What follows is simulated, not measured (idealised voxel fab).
Title: Process Module voxel plated lines
FYI the section here is cut, 185 nm wide, cells are 5 nm squares.
Just so we're on the same page, the cross-sections are grids of square cells, and they're listed out in bands top to bottom, each band one or more rows deep.
Within each band entry, the heights of the top and of the bottom of the band appear first, in that order and in nm; the materials of the band then follow from left to right, each with its corresponding width in nm. The designation "everywhere" on a single material indicates that it fills the band from edge to edge; the designation "empty" indicates empty space.
Height is counted from the level 0, under which the received wafer is composed throughout of one material. The lowest of the bands is not closed at the bottom but continues downward, in the notation "top 0, no bottom".
The two numbers in a width such as "30..40" mark its ends across the band: the first belongs to the top row of cells, the second to the bottom row, and from each row to the next the width moves by the same amount.
Take "no modifications" at face value: in the step it is given for, the cross-section changed in none of its cells.
Closed-off voids of 8+ cells (no open route to the top) go in "Closed void list", written width x height at distance from the left edge, in nm.
If you see something after the settings on a step's line, that's the simulator's own remark about that step.
overlay nm: on a step with a mask, how far right of its planned place the mask lay; negative means left.
**Here's what the planned process steps look like**
step 1: RECEIVE (material Si)
step 2: CONFORMAL_DEP (material Al2O3; thk nm 15)
step 3: DIRECTIONAL_DEP (material TiN; thk nm 5)
step 4: PATTERN (tone open; mask id LINES; material resist; width nm 25; pitch nm 55; thk nm 30; overlay nm 0)
step 5: EPI (material Ru; thk nm 5)
step 6: EPI (material Ru; thk nm 10)
step 7: STRIP (etch materials resist)
step 8: DIRECTIONAL_ETCH (etch materials TiN; depth nm 5)
step 9: CONFORMAL_DEP (material SiN; thk nm 10)
**As-received wafer cross-section (after step 1)**
  top 0, no bottom: Si everywhere
  Closed void list: none
**Here's the cross-section of the first of our two wafers at the end of the module - it ran as planned**
  top 45, bottom 35: 40 of empty, then 45 of SiN, then 10 of empty, then 45 of SiN, then 45 of empty
  top 35, bottom 25: 40 of empty, then 10 of SiN, then 25 of Ru, then 10 of SiN, then 10 of empty, then 10 of SiN, then 25 of Ru, then 10 of SiN, then 45 of empty
  top 25, bottom 20: 50 of SiN, then 25 of Ru, then 30 of SiN, then 25 of Ru, then 55 of SiN
  top 20, bottom 15: 50 of SiN, then 25 of TiN, then 30 of SiN, then 25 of TiN, then 55 of SiN
  top 15, bottom 0: Al2O3 everywhere
  top 0, no bottom: Si everywhere
  Closed void list: none
**Cross-section, wafer two of two, end of module: same start and plan as wafer one, one error in execution**
  top 45, bottom 40: 30 of empty, then 120 of SiN, then 35 of empty
  top 40, bottom 35: SiN everywhere
  top 35, bottom 30: 40 of SiN, then 45 of Ru, then 10 of SiN, then 45 of Ru, then 45 of SiN
  top 30, bottom 20: Ru everywhere
  top 20, bottom 15: TiN everywhere
  top 15, bottom 0: Al2O3 everywhere
  top 0, no bottom: Si everywhere
  Closed void list: none
So what did we get wrong on this run? steps 6 and 7 swapped
Heads up, by the end the second wafer has more or fewer cells of some materials compared to the first: +62 Ru | -26 SiN | +27 TiN
